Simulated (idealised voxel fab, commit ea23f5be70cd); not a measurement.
Process module heading - voxel self aligned vias
cross-section cut | 165 nm wide | cells 5 nm
In what follows, cross-sections appear as grids of square cells, described through bands that run from the top down, where every band is one or more rows of cells. It is stipulated that each band's entry specify, in nanometres, the height of the top of the band and then that of its bottom, followed by the materials of the band in left-to-right sequence, each together with its width in nanometres. A single material marked by the word "throughout" is understood to fill the band from edge to edge; the word "blank" is understood to denote empty space. A quick word on heights: they are counted from 0, and under that level the wafer as it came to us is one material throughout. The lowest band is different from the rest in having no bottom; it simply continues downward, written as in "top 0, no bottom". It should be noted that a width expressed as "30 to 40" varies in equal increments from row to row of cells within the band, taking the value of the first number at the top row and that of the second number at the bottom row. Step marked "remains unaltered"? Then no cell in the cross-section changed in it. "Trapped voids" contains a list of empty spaces, each no smaller than 8 cells and without an open way to the top, written in the form width x height at distance with the distance from the left edge and all three in nm. On each step's line, the part that comes after the settings is the simulator's own comment on the step. For masked steps, "overlay nm" on the step line gives how far right of plan the mask actually lay; a minus sign means it lay to the left.

Process steps (planned)
1) RECEIVE with material Si
2) CONFORMAL_DEP with material SiO2, thk nm 10
3) CONFORMAL_DEP with material SiCN, thk nm 5
4) DIRECTIONAL_DEP with material lowk, thk nm 25
5) PATTERN with tone open, mask id LINES, material resist, width nm 20, pitch nm 70, thk nm 15, overlay nm 0
6) DIRECTIONAL_ETCH with etch materials lowk, depth nm 25
7) STRIP with etch materials resist
8) CONFORMAL_DEP with material TiN, thk nm 5
9) FILL_DEP with material Ru, thk nm 10
10) CMP with height nm 40
11) SELECTIVE_ETCH with etch materials W Ru TiN, depth nm 10
12) FILL_DEP with material SiN, thk nm 10
13) CMP with height nm 40
14) DIRECTIONAL_DEP with material lowk, thk nm 20
15) MASKED_ETCH with tone open, mask id VIAS, width nm 40, etch materials lowk, depth nm 20, overlay nm 0
16) MASKED_ETCH with tone open, mask id VIAS, width nm 40, etch materials SiN, depth nm 10, overlay nm 0
17) CONFORMAL_DEP with material TiN, thk nm 5
18) FILL_DEP with material Ru, thk nm 5
19) CMP with height nm 60
20) CONFORMAL_DEP with material SiCN, thk nm 5

The first wafer of two, processed as planned

Shown in cross-section is the wafer as received, that is, as it stands after step 1
top 0, no bottom: Si throughout
Trapped voids: none

after step 2
top 10, bottom 0: SiO2 throughout
No changes below 0.

after step 3
top 15, bottom 10: SiCN throughout
No changes below 10.

after step 4
top 40, bottom 15: lowk throughout
No changes below 15.

after step 5
top 55, bottom 40: resist 35 nm; blank 20 nm; resist 50 nm; blank 20 nm; resist 40 nm
No changes below 40.

after step 6
top 55, bottom 40: resist 35 nm; blank 20 nm; resist 50 nm; blank 20 nm; resist 40 nm
top 40, bottom 15: lowk 35 nm; blank 20 nm; lowk 50 nm; blank 20 nm; lowk 40 nm
No changes below 15.

after step 7
top 40, bottom 15: lowk 35 nm; blank 20 nm; lowk 50 nm; blank 20 nm; lowk 40 nm
No changes below 15.

after step 8
top 45, bottom 40: TiN 40 nm; blank 10 nm; TiN 60 nm; blank 10 nm; TiN 45 nm
top 40, bottom 20: lowk 35 nm; TiN 5 nm; blank 10 nm; TiN 5 nm; lowk 50 nm; TiN 5 nm; blank 10 nm; TiN 5 nm; lowk 40 nm
top 20, bottom 15: lowk 35 nm; TiN 20 nm; lowk 50 nm; TiN 20 nm; lowk 40 nm
No changes below 15.

after step 9
top 55, bottom 45: Ru throughout
top 45, bottom 40: TiN 40 nm; Ru 10 nm; TiN 60 nm; Ru 10 nm; TiN 45 nm
top 40, bottom 20: lowk 35 nm; TiN 5 nm; Ru 10 nm; TiN 5 nm; lowk 50 nm; TiN 5 nm; Ru 10 nm; TiN 5 nm; lowk 40 nm
No changes below 20.

after step 10
top 40, bottom 20: lowk 35 nm; TiN 5 nm; Ru 10 nm; TiN 5 nm; lowk 50 nm; TiN 5 nm; Ru 10 nm; TiN 5 nm; lowk 40 nm
No changes below 20.

after step 11
top 40, bottom 30: lowk 35 nm; blank 20 nm; lowk 50 nm; blank 20 nm; lowk 40 nm
No changes below 30.

after step 12
top 50, bottom 40: SiN throughout
top 40, bottom 30: lowk 35 nm; SiN 20 nm; lowk 50 nm; SiN 20 nm; lowk 40 nm
No changes below 30.

after step 13
top 40, bottom 30: lowk 35 nm; SiN 20 nm; lowk 50 nm; SiN 20 nm; lowk 40 nm
No changes below 30.

after step 14
top 60, bottom 40: lowk throughout
No changes below 40.

after step 15
top 60, bottom 40: lowk 25 nm; blank 40 nm; lowk 100 nm
No changes below 40.

after step 16
top 60, bottom 40: lowk 25 nm; blank 40 nm; lowk 100 nm
top 40, bottom 30: lowk 35 nm; blank 20 nm; lowk 50 nm; SiN 20 nm; lowk 40 nm
No changes below 30.

after step 17
top 65, bottom 60: TiN 30 nm; blank 30 nm; TiN 105 nm
top 60, bottom 45: lowk 25 nm; TiN 5 nm; blank 30 nm; TiN 5 nm; lowk 100 nm
top 45, bottom 40: lowk 25 nm; TiN 15 nm; blank 10 nm; TiN 15 nm; lowk 100 nm
top 40, bottom 35: lowk 35 nm; TiN 5 nm; blank 10 nm; TiN 5 nm; lowk 50 nm; SiN 20 nm; lowk 40 nm
top 35, bottom 30: lowk 35 nm; TiN 20 nm; lowk 50 nm; SiN 20 nm; lowk 40 nm
No changes below 30.

after step 18
top 70, bottom 65: Ru throughout
top 65, bottom 60: TiN 30 nm; Ru 30 nm; TiN 105 nm
top 60, bottom 45: lowk 25 nm; TiN 5 nm; Ru 30 nm; TiN 5 nm; lowk 100 nm
top 45, bottom 40: lowk 25 nm; TiN 15 nm; Ru 10 nm; TiN 15 nm; lowk 100 nm
top 40, bottom 35: lowk 35 nm; TiN 5 nm; Ru 10 nm; TiN 5 nm; lowk 50 nm; SiN 20 nm; lowk 40 nm
No changes below 35.

after step 19
top 60, bottom 45: lowk 25 nm; TiN 5 nm; Ru 30 nm; TiN 5 nm; lowk 100 nm
No changes below 45.

after step 20
top 65, bottom 60: SiCN throughout
No changes below 60.

It is to be noted that the second wafer proceeded from the same initial state and according to the same plan as the first, although one mistake was committed in its execution; through step 14, inclusive, the two wafers share an identical history

Cross-section of the second wafer at the time step 15 of the plan should have ended
top 60, bottom 40: lowk 20 nm; blank 50 nm; lowk 95 nm
No changes below 40.

Cross-section of the second wafer at the time step 16 of the plan should have ended
top 60, bottom 40: lowk 20 nm; blank 50 nm; lowk 95 nm
top 40, bottom 30: lowk 35 nm; blank 20 nm; lowk 50 nm; SiN 20 nm; lowk 40 nm
No changes below 30.

Cross-section of the second wafer at the time step 17 of the plan should have ended
top 65, bottom 60: TiN 25 nm; blank 40 nm; TiN 100 nm
top 60, bottom 45: lowk 20 nm; TiN 5 nm; blank 40 nm; TiN 5 nm; lowk 95 nm
top 45, bottom 40: lowk 20 nm; TiN 20 nm; blank 10 nm; TiN 20 nm; lowk 95 nm
top 40, bottom 35: lowk 35 nm; TiN 5 nm; blank 10 nm; TiN 5 nm; lowk 50 nm; SiN 20 nm; lowk 40 nm
top 35, bottom 30: lowk 35 nm; TiN 20 nm; lowk 50 nm; SiN 20 nm; lowk 40 nm
No changes below 30.

Cross-section of the second wafer at the time step 18 of the plan should have ended
top 70, bottom 65: Ru throughout
top 65, bottom 60: TiN 25 nm; Ru 40 nm; TiN 100 nm
top 60, bottom 45: lowk 20 nm; TiN 5 nm; Ru 40 nm; TiN 5 nm; lowk 95 nm
top 45, bottom 40: lowk 20 nm; TiN 20 nm; Ru 10 nm; TiN 20 nm; lowk 95 nm
top 40, bottom 35: lowk 35 nm; TiN 5 nm; Ru 10 nm; TiN 5 nm; lowk 50 nm; SiN 20 nm; lowk 40 nm
No changes below 35.

Cross-section of the second wafer at the time step 19 of the plan should have ended
top 60, bottom 45: lowk 20 nm; TiN 5 nm; Ru 40 nm; TiN 5 nm; lowk 95 nm
No changes below 45.

Cross-section of the second wafer at the time step 20 of the plan should have ended
top 65, bottom 60: SiCN throughout
No changes below 60.
Where did the run depart from the plan? not per plan at step 15, really ran MASKED_ETCH with tone open, mask id VIAS, width nm 50, etch materials lowk, depth nm 20, overlay nm 0
Final comparison by cell count, materials where the second wafer has more or fewer than the first: 6 more of Ru | 2 more of TiN | 8 fewer of lowk
